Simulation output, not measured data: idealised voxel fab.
Name of the process module below: voxel trench capacitor
Square cells of 5 nm make up the cross-section cut, whose width is 240 nm.
Each cross-section below is a grid of square cells, stated as bands in top-down order, with one or more rows of cells making up each band.
Look at the band entry: it leads with the top's height and the bottom's height in nm. Then it lists the materials left to right, with a width in nm for each. The word "everywhere" on a single material says that material fills the band edge to edge. The word "empty" is empty space.
The level at which height equals 0 is the one under which the wafer, as it arrives, is entirely one material. No lower edge exists for the bottom band, which continues downward and is notated as in "0 -> down".
A width given as "30->40" starts at the first number in the band's top row and ends at the second number in its bottom row, shifting by an equal amount at every step from row to row.
The cross-section has no changed cell in any step marked "no change".
Entry "Completely sealed voids" = empty spaces >= 8 cells with no open way to the top; each as width x height at distance, distance from left edge, all nm.
Where a step's line continues beyond its settings, the continuation is a remark by the simulator itself on that step.
"overlay nm" on a masked step: distance the mask lay right of its planned place, negative for left.
THE PROCESS STEPS THAT WERE PLANNED ARE LISTED BELOW
1,RECEIVE,material Si
2,CONFORMAL_DEP,material SiN,thk nm 10
3,MASKED_ETCH,tone open,mask id TRENCH,width nm 25,pitch nm 40,etch materials SiN,depth nm 10,overlay nm 0
4,MASKED_ETCH,tone open,mask id TRENCH,width nm 25,pitch nm 40,etch materials Si,depth nm 25,overlay nm 0
5,CONFORMAL_DEP,material Al2O3,thk nm 5
6,CONFORMAL_DEP,material TiN,thk nm 5
7,FILL_DEP,material W,thk nm 10
8,CMP,height nm 0
Don't read the plan's height nm for step 8 as applying to every wafer: that's the first wafer's value, and the wafers differ in it, though they all start identical.
AS RECEIVED, I.E. AFTER STEP 1: CROSS-SECTION THROUGH THE FIRST OF SEVERAL WAFERS
  0 -> down  Si everywhere
  Completely sealed voids: none
SO IN THIS TABLE EVERY WAFER GETS ITS OWN ROW, AND WHAT YOU SEE IS WHERE IT STANDS AT THE END OF THE MODULE: FOR EACH MATERIAL, HOW MANY CELLS IT PICKED UP (+) OR GAVE UP (-) SINCE WE RECEIVED IT, AND AFTER THAT ITS CLOSED VOIDS
height nm 0; +52 Al2O3; -100 Si; +36 TiN; +12 W; Completely sealed voids: none
height nm 5; +60 Al2O3; -100 Si; +28 SiN; +44 TiN; +16 W; Completely sealed voids: none
height nm 10; +68 Al2O3; -100 Si; +56 SiN; +52 TiN; +20 W; Completely sealed voids: none
height nm 15; +104 Al2O3; -100 Si; +56 SiN; +60 TiN; +24 W; Completely sealed voids: none
height nm 20; +104 Al2O3; -100 Si; +56 SiN; +104 TiN; +28 W; Completely sealed voids: none
height nm 25; +104 Al2O3; -100 Si; +56 SiN; +104 TiN; +76 W; Completely sealed voids: none
